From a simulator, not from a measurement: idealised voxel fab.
process module | voxel wiring stack
cross-section cut | 290 nm wide | cells 5 nm
A cross-section is a grid of square cells, given in bands from the top down. A band is one or more rows of cells.
Each band's line starts with the height of the band's top and of its bottom, in nm. Then come its materials from left to right, each with its width in nm. One material with "throughout" fills the band from edge to edge. "air" is empty space.
Height 0 is the level under which the wafer as received is all one material. The lowest band goes on downwards, as in "0 down".
A width such as "30 to 40" changes by the same amount from each row of cells to the next, from the band's top row to its bottom row.
"no change" after a step means that no cell of the cross-section changed.
closed voids: empty space of 8 cells or more with no open way to the top, each as width x height at its distance from the left edge, in nm
after a step's settings: what the simulator itself notes on the step
overlay nm, on a step with a mask: how far to the right of its planned place the mask lay; to the left if negative
plan
1 op RECEIVE | material Si
2 op CONFORMAL_DEP | material SiO2 | thk nm 15
3 op DIRECTIONAL_DEP | material TiN | thk nm 5
4 op DIRECTIONAL_DEP | material Ru | thk nm 25
5 op DIRECTIONAL_DEP | material aC | thk nm 10
6 op PATTERN | tone cover | mask id METAL_1 | material resist | width nm 25 | pitch nm 40 | thk nm 30 | overlay nm 0
7 op DIRECTIONAL_ETCH | etch materials aC | depth nm 10
8 op STRIP | etch materials resist
9 op DIRECTIONAL_ETCH | etch materials Ru | depth nm 25
10 op DIRECTIONAL_ETCH | etch materials TiN | depth nm 5
11 op STRIP | etch materials aC
12 op FILL_DEP | material lowk | thk nm 10
13 op CMP | height nm 45
14 op CONFORMAL_DEP | material SiCN | thk nm 5
15 op DIRECTIONAL_DEP | material SiO2 | thk nm 20
16 op PATTERN | tone open | mask id PLUG_1 | material resist | width nm 15 | pitch nm 40 | thk nm 20 | overlay nm 0
17 op DIRECTIONAL_ETCH | etch materials SiO2 | depth nm 20
18 op DIRECTIONAL_ETCH | etch materials SiCN | depth nm 5
19 op STRIP | etch materials resist
20 op EPI | material Ru | thk nm 10
21 op EPI | material Ru | thk nm 10
22 op EPI | material Ru | thk nm 5
23 op DIRECTIONAL_DEP | material TiN | thk nm 5
24 op DIRECTIONAL_DEP | material Ru | thk nm 20
25 op DIRECTIONAL_DEP | material aC | thk nm 15
26 op PATTERN | tone cover | mask id METAL_2 | material resist | width nm 25 | pitch nm 40 | thk nm 30 | overlay nm 0
27 op DIRECTIONAL_ETCH | etch materials aC | depth nm 15
28 op STRIP | etch materials resist
29 op DIRECTIONAL_ETCH | etch materials Ru | depth nm 20
30 op DIRECTIONAL_ETCH | etch materials TiN | depth nm 5
31 op STRIP | etch materials aC
32 op FILL_DEP | material lowk | thk nm 10
33 op CMP | height nm 95
34 op CONFORMAL_DEP | material SiCN | thk nm 5
35 op DIRECTIONAL_DEP | material SiO2 | thk nm 30
36 op DIRECTIONAL_DEP | material aC | thk nm 10
37 op PATTERN | tone open | mask id METAL_3 | material resist | width nm 25 | pitch nm 40 | thk nm 25 | overlay nm 0
38 op DIRECTIONAL_ETCH | etch materials aC | depth nm 10
39 op STRIP | etch materials resist
40 op DIRECTIONAL_ETCH | etch materials SiO2 | depth nm 15
41 op STRIP | etch materials aC
42 op PATTERN | tone open | mask id METAL_3_HOLES | material resist | width nm 15 | thk nm 15 | overlay nm 0
43 op DIRECTIONAL_ETCH | etch materials SiO2 | depth nm 15
44 op DIRECTIONAL_ETCH | etch materials SiCN | depth nm 5
45 op STRIP | etch materials resist
46 op CONFORMAL_DEP | material TiN | thk nm 5
47 op FILL_DEP | material Cu | thk nm 5
48 op CMP | height nm 130
49 op CONFORMAL_DEP | material SiCN | thk nm 5
50 op DIRECTIONAL_DEP | material SiO2 | thk nm 25
51 op MASKED_ETCH | tone open | mask id METAL_4_HOLES | width nm 15 | pitch nm 40 | etch materials SiO2 | depth nm 25 | overlay nm 0
52 op PATTERN | tone open | mask id METAL_4 | material resist | width nm 25 | pitch nm 40 | thk nm 20 | overlay nm 0
53 op DIRECTIONAL_ETCH | etch materials SiO2 | depth nm 15
54 op DIRECTIONAL_ETCH | etch materials SiCN | depth nm 5
55 op STRIP | etch materials resist
56 op CONFORMAL_DEP | material TiN | thk nm 5
57 op FILL_DEP | material Cu | thk nm 5
58 op CMP | height nm 160
59 op CONFORMAL_DEP | material SiCN | thk nm 5
first wafer, as planned
as received, after step 1
  0 down: Si throughout
  closed voids: none
after step 2
  15 to 0: SiO2 throughout
  below 0: unchanged
after step 3
  20 to 15: TiN throughout
  below 15: unchanged
after step 4
  45 to 20: Ru throughout
  below 20: unchanged
after step 5
  55 to 45: aC throughout
  below 45: unchanged
after step 6
  85 to 55: air 110 | resist 25 | air 15 | resist 25 | air 115
  below 55: unchanged
after step 7
  75 to 55: air 110 | resist 25 | air 15 | resist 25 | air 115
  55 to 45: air 110 | aC 25 | air 15 | aC 25 | air 115
  below 45: unchanged
after step 8
  55 to 45: air 110 | aC 25 | air 15 | aC 25 | air 115
  below 45: unchanged
after step 9
  55 to 45: air 110 | aC 25 | air 15 | aC 25 | air 115
  45 to 20: air 110 | Ru 25 | air 15 | Ru 25 | air 115
  below 20: unchanged
after step 10
  55 to 45: air 110 | aC 25 | air 15 | aC 25 | air 115
  45 to 20: air 110 | Ru 25 | air 15 | Ru 25 | air 115
  20 to 15: air 110 | TiN 25 | air 15 | TiN 25 | air 115
  below 15: unchanged
after step 11
  45 to 20: air 110 | Ru 25 | air 15 | Ru 25 | air 115
  below 20: unchanged
after step 12
  55 to 45: lowk throughout
  45 to 20: lowk 110 | Ru 25 | lowk 15 | Ru 25 | lowk 115
  20 to 15: lowk 110 | TiN 25 | lowk 15 | TiN 25 | lowk 115
  below 15: unchanged
after step 13
  45 to 20: lowk 110 | Ru 25 | lowk 15 | Ru 25 | lowk 115
  below 20: unchanged
after step 14
  50 to 45: SiCN throughout
  below 45: unchanged
after step 15
  70 to 50: SiO2 throughout
  below 50: unchanged
after step 16
  90 to 70: resist 110 | air 15 | resist 25 | air 15 | resist 125
  below 70: unchanged
after step 17
  90 to 70: resist 110 | air 15 | resist 25 | air 15 | resist 125
  70 to 50: SiO2 110 | air 15 | SiO2 25 | air 15 | SiO2 125
  below 50: unchanged
after step 18
  90 to 70: resist 110 | air 15 | resist 25 | air 15 | resist 125
  70 to 50: SiO2 110 | air 15 | SiO2 25 | air 15 | SiO2 125
  50 to 45: SiCN 110 | air 15 | SiCN 25 | air 15 | SiCN 125
  below 45: unchanged
after step 19
  70 to 50: SiO2 110 | air 15 | SiO2 25 | air 15 | SiO2 125
  below 50: unchanged
after step 20
  70 to 55: SiO2 110 | air 15 | SiO2 25 | air 15 | SiO2 125
  55 to 50: SiO2 110 | Ru 15 | SiO2 25 | Ru 15 | SiO2 125
  50 to 45: SiCN 110 | Ru 15 | SiCN 25 | Ru 15 | SiCN 125
  below 45: unchanged
after step 21
  70 to 65: SiO2 110 | air 15 | SiO2 25 | air 15 | SiO2 125
  65 to 50: SiO2 110 | Ru 15 | SiO2 25 | Ru 15 | SiO2 125
  below 50: unchanged
after step 22
  70 to 50: SiO2 110 | Ru 15 | SiO2 25 | Ru 15 | SiO2 125
  below 50: unchanged
after step 23
  75 to 70: TiN throughout
  below 70: unchanged
after step 24
  95 to 75: Ru throughout
  below 75: unchanged
after step 25
  110 to 95: aC throughout
  below 95: unchanged
after step 26
  140 to 110: air 110 | resist 25 | air 15 | resist 25 | air 115
  below 110: unchanged
after step 27
  125 to 110: air 110 | resist 25 | air 15 | resist 25 | air 115
  110 to 95: air 110 | aC 25 | air 15 | aC 25 | air 115
  below 95: unchanged
after step 28
  110 to 95: air 110 | aC 25 | air 15 | aC 25 | air 115
  below 95: unchanged
after step 29
  110 to 95: air 110 | aC 25 | air 15 | aC 25 | air 115
  95 to 75: air 110 | Ru 25 | air 15 | Ru 25 | air 115
  below 75: unchanged
after step 30
  110 to 95: air 110 | aC 25 | air 15 | aC 25 | air 115
  95 to 75: air 110 | Ru 25 | air 15 | Ru 25 | air 115
  75 to 70: air 110 | TiN 25 | air 15 | TiN 25 | air 115
  below 70: unchanged
after step 31
  95 to 75: air 110 | Ru 25 | air 15 | Ru 25 | air 115
  below 75: unchanged
after step 32
  105 to 95: lowk throughout
  95 to 75: lowk 110 | Ru 25 | lowk 15 | Ru 25 | lowk 115
  75 to 70: lowk 110 | TiN 25 | lowk 15 | TiN 25 | lowk 115
  below 70: unchanged
after step 33
  95 to 75: lowk 110 | Ru 25 | lowk 15 | Ru 25 | lowk 115
  below 75: unchanged
after step 34
  100 to 95: SiCN throughout
  below 95: unchanged
after step 35
  130 to 100: SiO2 throughout
  below 100: unchanged
after step 36
  140 to 130: aC throughout
  below 130: unchanged
after step 37
  165 to 140: resist 110 | air 25 | resist 15 | air 25 | resist 115
  below 140: unchanged
after step 38
  155 to 140: resist 110 | air 25 | resist 15 | air 25 | resist 115
  140 to 130: aC 110 | air 25 | aC 15 | air 25 | aC 115
  below 130: unchanged
after step 39
  140 to 130: aC 110 | air 25 | aC 15 | air 25 | aC 115
  below 130: unchanged
after step 40
  140 to 130: aC 110 | air 25 | aC 15 | air 25 | aC 115
  130 to 115: SiO2 110 | air 25 | SiO2 15 | air 25 | SiO2 115
  below 115: unchanged
after step 41
  130 to 115: SiO2 110 | air 25 | SiO2 15 | air 25 | SiO2 115
  below 115: unchanged
after step 42
  145 to 130: resist 110 | air 15 | resist 165
  130 to 115: SiO2 110 | air 15 | resist 10 | SiO2 15 | resist 25 | SiO2 115
  below 115: unchanged
after step 43
  145 to 130: resist 110 | air 15 | resist 165
  130 to 115: SiO2 110 | air 15 | resist 10 | SiO2 15 | resist 25 | SiO2 115
  115 to 100: SiO2 110 | air 15 | SiO2 165
  below 100: unchanged
after step 44
  145 to 130: resist 110 | air 15 | resist 165
  130 to 115: SiO2 110 | air 15 | resist 10 | SiO2 15 | resist 25 | SiO2 115
  115 to 100: SiO2 110 | air 15 | SiO2 165
  100 to 95: SiCN 110 | air 15 | SiCN 165
  below 95: unchanged
after step 45
  130 to 115: SiO2 110 | air 25 | SiO2 15 | air 25 | SiO2 115
  below 115: unchanged
after step 46
  135 to 130: TiN 115 | air 15 | TiN 25 | air 15 | TiN 120
  130 to 120: SiO2 110 | TiN 5 | air 15 | TiN 5 | SiO2 15 | TiN 5 | air 15 | TiN 5 | SiO2 115
  120 to 115: SiO2 110 | TiN 5 | air 5 | TiN 15 | SiO2 15 | TiN 25 | SiO2 115
  115 to 100: SiO2 110 | TiN 5 | air 5 | TiN 5 | SiO2 165
  100 to 95: SiCN 110 | TiN 15 | SiCN 165
  below 95: unchanged
after step 47
  140 to 135: Cu throughout
  135 to 130: TiN 115 | Cu 15 | TiN 25 | Cu 15 | TiN 120
  130 to 120: SiO2 110 | TiN 5 | Cu 15 | TiN 5 | SiO2 15 | TiN 5 | Cu 15 | TiN 5 | SiO2 115
  120 to 115: SiO2 110 | TiN 5 | Cu 5 | TiN 15 | SiO2 15 | TiN 25 | SiO2 115
  115 to 100: SiO2 110 | TiN 5 | Cu 5 | TiN 5 | SiO2 165
  below 100: unchanged
after step 48
  130 to 120: SiO2 110 | TiN 5 | Cu 15 | TiN 5 | SiO2 15 | TiN 5 | Cu 15 | TiN 5 | SiO2 115
  below 120: unchanged
after step 49
  135 to 130: SiCN throughout
  below 130: unchanged
after step 50
  160 to 135: SiO2 throughout
  below 135: unchanged
after step 51
  160 to 135: SiO2 110 | air 15 | SiO2 25 | air 15 | SiO2 125
  below 135: unchanged
after step 52
  180 to 160: resist 110 | air 25 | resist 15 | air 25 | resist 115
  below 160: unchanged
after step 53
  180 to 160: resist 110 | air 25 | resist 15 | air 25 | resist 115
  160 to 145: SiO2 110 | air 25 | SiO2 15 | air 25 | SiO2 115
  below 145: unchanged
after step 54
  180 to 160: resist 110 | air 25 | resist 15 | air 25 | resist 115
  160 to 145: SiO2 110 | air 25 | SiO2 15 | air 25 | SiO2 115
  145 to 135: SiO2 110 | air 15 | SiO2 25 | air 15 | SiO2 125
  135 to 130: SiCN 110 | air 15 | SiCN 25 | air 15 | SiCN 125
  below 130: unchanged
after step 55
  160 to 145: SiO2 110 | air 25 | SiO2 15 | air 25 | SiO2 115
  below 145: unchanged
after step 56
  165 to 160: TiN 115 | air 15 | TiN 25 | air 15 | TiN 120
  160 to 150: SiO2 110 | TiN 5 | air 15 | TiN 5 | SiO2 15 | TiN 5 | air 15 | TiN 5 | SiO2 115
  150 to 145: SiO2 110 | TiN 5 | air 5 | TiN 15 | SiO2 15 | TiN 5 | air 5 | TiN 15 | SiO2 115
  145 to 135: SiO2 110 | TiN 5 | air 5 | TiN 5 | SiO2 25 | TiN 5 | air 5 | TiN 5 | SiO2 125
  135 to 130: SiCN 110 | TiN 15 | SiCN 25 | TiN 15 | SiCN 125
  below 130: unchanged
after step 57
  170 to 165: Cu throughout
  165 to 160: TiN 115 | Cu 15 | TiN 25 | Cu 15 | TiN 120
  160 to 150: SiO2 110 | TiN 5 | Cu 15 | TiN 5 | SiO2 15 | TiN 5 | Cu 15 | TiN 5 | SiO2 115
  150 to 145: SiO2 110 | TiN 5 | Cu 5 | TiN 15 | SiO2 15 | TiN 5 | Cu 5 | TiN 15 | SiO2 115
  145 to 135: SiO2 110 | TiN 5 | Cu 5 | TiN 5 | SiO2 25 | TiN 5 | Cu 5 | TiN 5 | SiO2 125
  below 135: unchanged
after step 58
  160 to 150: SiO2 110 | TiN 5 | Cu 15 | TiN 5 | SiO2 15 | TiN 5 | Cu 15 | TiN 5 | SiO2 115
  below 150: unchanged
after step 59
  165 to 160: SiCN throughout
  below 160: unchanged
second wafer: like start, like plan, one mistake. Through step 47 it matches the first wafer
when step 48 should have ended
  120 to 115: SiO2 110 | TiN 5 | Cu 5 | TiN 15 | SiO2 15 | TiN 25 | SiO2 115
  below 115: unchanged
when step 49 should have ended
  125 to 120: SiCN throughout
  below 120: unchanged
when step 50 should have ended
  150 to 125: SiO2 throughout
  below 125: unchanged
when step 51 should have ended
  150 to 125: SiO2 110 | air 15 | SiO2 25 | air 15 | SiO2 125
  below 125: unchanged
when step 52 should have ended
  170 to 150: resist 110 | air 25 | resist 15 | air 25 | resist 115
  below 150: unchanged
when step 53 should have ended
  170 to 150: resist 110 | air 25 | resist 15 | air 25 | resist 115
  150 to 135: SiO2 110 | air 25 | SiO2 15 | air 25 | SiO2 115
  below 135: unchanged
when step 54 should have ended
  170 to 150: resist 110 | air 25 | resist 15 | air 25 | resist 115
  150 to 135: SiO2 110 | air 25 | SiO2 15 | air 25 | SiO2 115
  135 to 125: SiO2 110 | air 15 | SiO2 25 | air 15 | SiO2 125
  125 to 120: SiCN 110 | air 15 | SiCN 25 | air 15 | SiCN 125
  below 120: unchanged
when step 55 should have ended
  150 to 135: SiO2 110 | air 25 | SiO2 15 | air 25 | SiO2 115
  below 135: unchanged
when step 56 should have ended
  155 to 150: TiN 115 | air 15 | TiN 25 | air 15 | TiN 120
  150 to 140: SiO2 110 | TiN 5 | air 15 | TiN 5 | SiO2 15 | TiN 5 | air 15 | TiN 5 | SiO2 115
  140 to 135: SiO2 110 | TiN 5 | air 5 | TiN 15 | SiO2 15 | TiN 5 | air 5 | TiN 15 | SiO2 115
  135 to 125: SiO2 110 | TiN 5 | air 5 | TiN 5 | SiO2 25 | TiN 5 | air 5 | TiN 5 | SiO2 125
  125 to 120: SiCN 110 | TiN 15 | SiCN 25 | TiN 15 | SiCN 125
  below 120: unchanged
when step 57 should have ended
  160 to 155: Cu throughout
  155 to 150: TiN 115 | Cu 15 | TiN 25 | Cu 15 | TiN 120
  150 to 140: SiO2 110 | TiN 5 | Cu 15 | TiN 5 | SiO2 15 | TiN 5 | Cu 15 | TiN 5 | SiO2 115
  140 to 135: SiO2 110 | TiN 5 | Cu 5 | TiN 15 | SiO2 15 | TiN 5 | Cu 5 | TiN 15 | SiO2 115
  135 to 125: SiO2 110 | TiN 5 | Cu 5 | TiN 5 | SiO2 25 | TiN 5 | Cu 5 | TiN 5 | SiO2 125
  below 125: unchanged
when step 58 should have ended: no change
when step 59 should have ended
  165 to 160: SiCN throughout
  below 160: unchanged
what went wrong: step 48 ran as: op CMP | height nm 120
at the end the second wafer has, in cells: 52 more of Cu | 96 fewer of SiO2 | 44 more of TiN
